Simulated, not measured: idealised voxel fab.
process module | voxel gate over fins
cross-section cut | 190 nm wide | cells 5 nm
A cross-section is a grid of square cells, given in bands from the top down. A band is one or more rows of cells.
Each band's line starts with the height of the band's top and of its bottom, in nm. Then come its materials from left to right, each with its width in nm. One material with "throughout" fills the band from edge to edge. "air" is empty space.
Height 0 is the level under which the wafer as received is all one material. The lowest band goes on downwards, as in "0 down".
A width such as "30 to 40" changes by the same amount from each row of cells to the next, from the band's top row to its bottom row.
"no change" after a step means that no cell of the cross-section changed.
closed voids: empty space of 8 cells or more with no open way to the top, each as width x height at its distance from the left edge, in nm
after a step's settings: what the simulator itself notes on the step
overlay nm, on a step with a mask: how far to the right of its planned place the mask lay; to the left if negative
plan
1 op RECEIVE | material Si
2 op CONFORMAL_DEP | material SiN | thk nm 10
3 op DIRECTIONAL_DEP | material aC | thk nm 15
4 op PATTERN | tone cover | mask id FINS | material resist | width nm 15 | pitch nm 40 | thk nm 30 | overlay nm 0
5 op DIRECTIONAL_ETCH | etch materials aC | depth nm 15
6 op STRIP | etch materials resist
7 op DIRECTIONAL_ETCH | etch materials SiN | depth nm 10
8 op DIRECTIONAL_ETCH | etch materials Si | depth nm 30
9 op STRIP | etch materials aC
10 op FILL_DEP | material SiO2 | thk nm 10
11 op CMP | height nm 10
12 op SELECTIVE_ETCH | etch materials SiO2 | depth nm 25
13 op STRIP | etch materials SiN
14 op CONFORMAL_DEP | material HfO2 | thk nm 5
15 op CONFORMAL_DEP | material TiN | thk nm 5
16 op CONFORMAL_DEP | material TiAl | thk nm 5
17 op CONFORMAL_DEP | material TiN | thk nm 5
18 op FILL_DEP | material W | thk nm 10
19 op CMP | height nm 25
20 op CONFORMAL_DEP | material SiCN | thk nm 5
first wafer, as planned
as received, after step 1
  0 down: Si throughout
  closed voids: none
after step 2
  10 to 0: SiN throughout
  below 0: unchanged
after step 3
  25 to 10: aC throughout
  below 10: unchanged
after step 4
  55 to 25: air 45 | resist 15 | air 25 | resist 15 | air 25 | resist 15 | air 50
  below 25: unchanged
after step 5
  40 to 25: air 45 | resist 15 | air 25 | resist 15 | air 25 | resist 15 | air 50
  25 to 10: air 45 | aC 15 | air 25 | aC 15 | air 25 | aC 15 | air 50
  below 10: unchanged
after step 6
  25 to 10: air 45 | aC 15 | air 25 | aC 15 | air 25 | aC 15 | air 50
  below 10: unchanged
after step 7
  25 to 10: air 45 | aC 15 | air 25 | aC 15 | air 25 | aC 15 | air 50
  10 to 0: air 45 | SiN 15 | air 25 | SiN 15 | air 25 | SiN 15 | air 50
  below 0: unchanged
after step 8
  25 to 10: air 45 | aC 15 | air 25 | aC 15 | air 25 | aC 15 | air 50
  10 to 0: air 45 | SiN 15 | air 25 | SiN 15 | air 25 | SiN 15 | air 50
  0 to -30: air 45 | Si 15 | air 25 | Si 15 | air 25 | Si 15 | air 50
  below -30: unchanged
after step 9
  10 to 0: air 45 | SiN 15 | air 25 | SiN 15 | air 25 | SiN 15 | air 50
  below 0: unchanged
after step 10
  20 to 10: SiO2 throughout
  10 to 0: SiO2 45 | SiN 15 | SiO2 25 | SiN 15 | SiO2 25 | SiN 15 | SiO2 50
  0 to -30: SiO2 45 | Si 15 | SiO2 25 | Si 15 | SiO2 25 | Si 15 | SiO2 50
  below -30: unchanged
after step 11
  10 to 0: SiO2 45 | SiN 15 | SiO2 25 | SiN 15 | SiO2 25 | SiN 15 | SiO2 50
  below 0: unchanged
after step 12
  10 to 0: air 45 | SiN 15 | air 25 | SiN 15 | air 25 | SiN 15 | air 50
  0 to -15: air 45 | Si 15 | air 25 | Si 15 | air 25 | Si 15 | air 50
  below -15: unchanged
after step 13
  0 to -15: air 45 | Si 15 | air 25 | Si 15 | air 25 | Si 15 | air 50
  below -15: unchanged
after step 14
  5 to 0: air 40 | HfO2 25 | air 15 | HfO2 25 | air 15 | HfO2 25 | air 45
  0 to -10: air 40 | HfO2 5 | Si 15 | HfO2 5 | air 15 | HfO2 5 | Si 15 | HfO2 5 | air 15 | HfO2 5 | Si 15 | HfO2 5 | air 45
  -10 to -15: HfO2 45 | Si 15 | HfO2 25 | Si 15 | HfO2 25 | Si 15 | HfO2 50
  below -15: unchanged
after step 15
  10 to 5: air 35 | TiN 35 | air 5 | TiN 35 | air 5 | TiN 35 | air 40
  5 to 0: air 35 | TiN 5 | HfO2 25 | TiN 5 | air 5 | TiN 5 | HfO2 25 | TiN 5 | air 5 | TiN 5 | HfO2 25 | TiN 5 | air 40
  0 to -5: air 35 | TiN 5 | HfO2 5 | Si 15 | HfO2 5 | TiN 5 | air 5 | TiN 5 | HfO2 5 | Si 15 | HfO2 5 | TiN 5 | air 5 | TiN 5 | HfO2 5 | Si 15 | HfO2 5 | TiN 5 | air 40
  -5 to -10: TiN 40 | HfO2 5 | Si 15 | HfO2 5 | TiN 15 | HfO2 5 | Si 15 | HfO2 5 | TiN 15 | HfO2 5 | Si 15 | HfO2 5 | TiN 45
  below -10: unchanged
after step 16
  15 to 10: air 30 | TiAl 125 | air 35
  10 to 5: air 30 | TiAl 5 | TiN 35 | TiAl 5 | TiN 35 | TiAl 5 | TiN 35 | TiAl 5 | air 35
  5 to 0: air 30 | TiAl 5 | TiN 5 | HfO2 25 | TiN 5 | TiAl 5 | TiN 5 | HfO2 25 | TiN 5 | TiAl 5 | TiN 5 | HfO2 25 | TiN 5 | TiAl 5 | air 35
  0 to -5: TiAl 35 | TiN 5 | HfO2 5 | Si 15 | HfO2 5 | TiN 5 | TiAl 5 | TiN 5 | HfO2 5 | Si 15 | HfO2 5 | TiN 5 | TiAl 5 | TiN 5 | HfO2 5 | Si 15 | HfO2 5 | TiN 5 | TiAl 40
  below -5: unchanged
after step 17
  20 to 15: air 25 | TiN 135 | air 30
  15 to 10: air 25 | TiN 5 | TiAl 125 | TiN 5 | air 30
  10 to 5: air 25 | TiN 5 | TiAl 5 | TiN 35 | TiAl 5 | TiN 35 | TiAl 5 | TiN 35 | TiAl 5 | TiN 5 | air 30
  5 to 0: TiN 30 | TiAl 5 | TiN 5 | HfO2 25 | TiN 5 | TiAl 5 | TiN 5 | HfO2 25 | TiN 5 | TiAl 5 | TiN 5 | HfO2 25 | TiN 5 | TiAl 5 | TiN 35
  below 0: unchanged
after step 18
  30 to 20: W throughout
  20 to 15: W 25 | TiN 135 | W 30
  15 to 10: W 25 | TiN 5 | TiAl 125 | TiN 5 | W 30
  10 to 5: W 25 | TiN 5 | TiAl 5 | TiN 35 | TiAl 5 | TiN 35 | TiAl 5 | TiN 35 | TiAl 5 | TiN 5 | W 30
  below 5: unchanged
after step 19
  25 to 20: W throughout
  below 20: unchanged
after step 20
  30 to 25: SiCN throughout
  below 25: unchanged
second wafer: like start, like plan, one mistake. Through step 3 it matches the first wafer
when step 4 should have ended
  55 to 25: air 40 | resist 15 | air 25 | resist 15 | air 25 | resist 15 | air 55
  below 25: unchanged
when step 5 should have ended
  40 to 25: air 40 | resist 15 | air 25 | resist 15 | air 25 | resist 15 | air 55
  25 to 10: air 40 | aC 15 | air 25 | aC 15 | air 25 | aC 15 | air 55
  below 10: unchanged
when step 6 should have ended
  25 to 10: air 40 | aC 15 | air 25 | aC 15 | air 25 | aC 15 | air 55
  below 10: unchanged
when step 7 should have ended
  25 to 10: air 40 | aC 15 | air 25 | aC 15 | air 25 | aC 15 | air 55
  10 to 0: air 40 | SiN 15 | air 25 | SiN 15 | air 25 | SiN 15 | air 55
  below 0: unchanged
when step 8 should have ended
  25 to 10: air 40 | aC 15 | air 25 | aC 15 | air 25 | aC 15 | air 55
  10 to 0: air 40 | SiN 15 | air 25 | SiN 15 | air 25 | SiN 15 | air 55
  0 to -30: air 40 | Si 15 | air 25 | Si 15 | air 25 | Si 15 | air 55
  below -30: unchanged
when step 9 should have ended
  10 to 0: air 40 | SiN 15 | air 25 | SiN 15 | air 25 | SiN 15 | air 55
  below 0: unchanged
when step 10 should have ended
  20 to 10: SiO2 throughout
  10 to 0: SiO2 40 | SiN 15 | SiO2 25 | SiN 15 | SiO2 25 | SiN 15 | SiO2 55
  0 to -30: SiO2 40 | Si 15 | SiO2 25 | Si 15 | SiO2 25 | Si 15 | SiO2 55
  below -30: unchanged
when step 11 should have ended
  10 to 0: SiO2 40 | SiN 15 | SiO2 25 | SiN 15 | SiO2 25 | SiN 15 | SiO2 55
  below 0: unchanged
when step 12 should have ended
  10 to 0: air 40 | SiN 15 | air 25 | SiN 15 | air 25 | SiN 15 | air 55
  0 to -15: air 40 | Si 15 | air 25 | Si 15 | air 25 | Si 15 | air 55
  below -15: unchanged
when step 13 should have ended
  0 to -15: air 40 | Si 15 | air 25 | Si 15 | air 25 | Si 15 | air 55
  below -15: unchanged
when step 14 should have ended
  5 to 0: air 35 | HfO2 25 | air 15 | HfO2 25 | air 15 | HfO2 25 | air 50
  0 to -10: air 35 | HfO2 5 | Si 15 | HfO2 5 | air 15 | HfO2 5 | Si 15 | HfO2 5 | air 15 | HfO2 5 | Si 15 | HfO2 5 | air 50
  -10 to -15: HfO2 40 | Si 15 | HfO2 25 | Si 15 | HfO2 25 | Si 15 | HfO2 55
  below -15: unchanged
when step 15 should have ended
  10 to 5: air 30 | TiN 35 | air 5 | TiN 35 | air 5 | TiN 35 | air 45
  5 to 0: air 30 | TiN 5 | HfO2 25 | TiN 5 | air 5 | TiN 5 | HfO2 25 | TiN 5 | air 5 | TiN 5 | HfO2 25 | TiN 5 | air 45
  0 to -5: air 30 | TiN 5 | HfO2 5 | Si 15 | HfO2 5 | TiN 5 | air 5 | TiN 5 | HfO2 5 | Si 15 | HfO2 5 | TiN 5 | air 5 | TiN 5 | HfO2 5 | Si 15 | HfO2 5 | TiN 5 | air 45
  -5 to -10: TiN 35 | HfO2 5 | Si 15 | HfO2 5 | TiN 15 | HfO2 5 | Si 15 | HfO2 5 | TiN 15 | HfO2 5 | Si 15 | HfO2 5 | TiN 50
  below -10: unchanged
when step 16 should have ended
  15 to 10: air 25 | TiAl 125 | air 40
  10 to 5: air 25 | TiAl 5 | TiN 35 | TiAl 5 | TiN 35 | TiAl 5 | TiN 35 | TiAl 5 | air 40
  5 to 0: air 25 | TiAl 5 | TiN 5 | HfO2 25 | TiN 5 | TiAl 5 | TiN 5 | HfO2 25 | TiN 5 | TiAl 5 | TiN 5 | HfO2 25 | TiN 5 | TiAl 5 | air 40
  0 to -5: TiAl 30 | TiN 5 | HfO2 5 | Si 15 | HfO2 5 | TiN 5 | TiAl 5 | TiN 5 | HfO2 5 | Si 15 | HfO2 5 | TiN 5 | TiAl 5 | TiN 5 | HfO2 5 | Si 15 | HfO2 5 | TiN 5 | TiAl 45
  below -5: unchanged
when step 17 should have ended
  20 to 15: air 20 | TiN 135 | air 35
  15 to 10: air 20 | TiN 5 | TiAl 125 | TiN 5 | air 35
  10 to 5: air 20 | TiN 5 | TiAl 5 | TiN 35 | TiAl 5 | TiN 35 | TiAl 5 | TiN 35 | TiAl 5 | TiN 5 | air 35
  5 to 0: TiN 25 | TiAl 5 | TiN 5 | HfO2 25 | TiN 5 | TiAl 5 | TiN 5 | HfO2 25 | TiN 5 | TiAl 5 | TiN 5 | HfO2 25 | TiN 5 | TiAl 5 | TiN 40
  below 0: unchanged
when step 18 should have ended
  30 to 20: W throughout
  20 to 15: W 20 | TiN 135 | W 35
  15 to 10: W 20 | TiN 5 | TiAl 125 | TiN 5 | W 35
  10 to 5: W 20 | TiN 5 | TiAl 5 | TiN 35 | TiAl 5 | TiN 35 | TiAl 5 | TiN 35 | TiAl 5 | TiN 5 | W 35
  below 5: unchanged
when step 19 should have ended
  25 to 20: W throughout
  below 20: unchanged
when step 20 should have ended
  30 to 25: SiCN throughout
  below 25: unchanged
what went wrong: step 4 ran as: op PATTERN | tone cover | mask id FINS | material resist | width nm 15 | pitch nm 40 | thk nm 30 | overlay nm -5
at the end the second wafer has, in cells: as many of each material as the first, in other places
